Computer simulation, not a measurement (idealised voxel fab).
voxel ribs on slabs: a process module
cross-section cut | 170 nm wide | cells 5 nm
Cross-section format: a grid of square cells, given as bands from top to bottom; each band is one or more rows of cells. In this notation a band is specified by the heights of its top and bottom, in that order and in nm, after which its materials appear from left to right, each paired with its width in nm. The word "all across" attached to a single material means that material fills the band from edge to edge; the word "air" stands for empty space. Heights from 0 (as-received wafer is one material below). Bottom band endless downward, as "top 0, no bottom". With a width like "30 to 40", each row of cells in the band differs from the next by the same amount, the top row carrying the first number and the bottom row the second. "no modifications" -> step changed no cross-section cell. Closed-off voids of 8+ cells (no open route to the top) go in "Sealed void list", written width x height at distance from the left edge, in nm. after a step's settings: what the simulator itself notes on the step. overlay nm: for a step with a mask, the amount by which the mask lay right of where it was planned; a negative amount means left of it.
### So here's the lineup of process steps we planned
1,RECEIVE, material Si
2,DIRECTIONAL_DEP, material SiO2, thk nm 30
3,DIRECTIONAL_DEP, material polySi, thk nm 25
4,MASKED_ETCH, tone cover, mask id RIB, width nm 30, etch materials polySi, depth nm 15, overlay nm 0
5,DIRECTIONAL_DEP, material aC, thk nm 10
6,PATTERN, tone cover, mask id SLAB, material resist, width nm 80, thk nm 25, overlay nm 0
7,DIRECTIONAL_ETCH, etch materials aC, depth nm 10
8,STRIP, etch materials resist
9,DIRECTIONAL_ETCH, etch materials polySi, depth nm 10
10,STRIP, etch materials aC
11,FILL_DEP, material SiO2, thk nm 15
12,CMP, height nm 65
13,DIRECTIONAL_DEP, material TiN, thk nm 10
14,PATTERN, tone cover, mask id HEATER, material resist, width nm 40, thk nm 15, overlay nm 0
15,DIRECTIONAL_ETCH, etch materials TiN, depth nm 10
16,STRIP, etch materials resist
17,CONFORMAL_DEP, material SiO2, thk nm 10
### as received, after step 1
    top 0, no bottom | Si all across
    Sealed void list: none
### Cross-section: first of two wafers, module finished, run according to plan
    top 85, bottom 75 | 55 of air | 60 of SiO2 | 55 of air
    top 75, bottom 65 | 65 of SiO2 | 40 of TiN | 65 of SiO2
    top 65, bottom 55 | SiO2 all across
    top 55, bottom 40 | 70 of SiO2 | 30 of polySi | 70 of SiO2
    top 40, bottom 30 | 45 of SiO2 | 80 of polySi | 45 of SiO2
    top 30, bottom 0 | SiO2 all across
    top 0, no bottom | Si all across
    Sealed void list: none
### This is the second of the two wafers, cross-sectioned at the end of the module; it started exactly like the first and was given the same plan, but it was run with one mistake
    top 85, bottom 75 | 55 of air | 60 of SiO2 | 55 of air
    top 75, bottom 65 | 65 of SiO2 | 40 of TiN | 65 of SiO2
    top 65, bottom 55 | 45 of SiO2 | 80 of polySi | 45 of SiO2
    top 55, bottom 30 | polySi all across
    top 30, bottom 0 | SiO2 all across
    top 0, no bottom | Si all across
    Sealed void list: none
What was the processing mistake? step 3 of the plan was performed twice
Final wafer comparison in cells, second versus first, more or fewer per material: 152 fewer of SiO2; 152 more of polySi
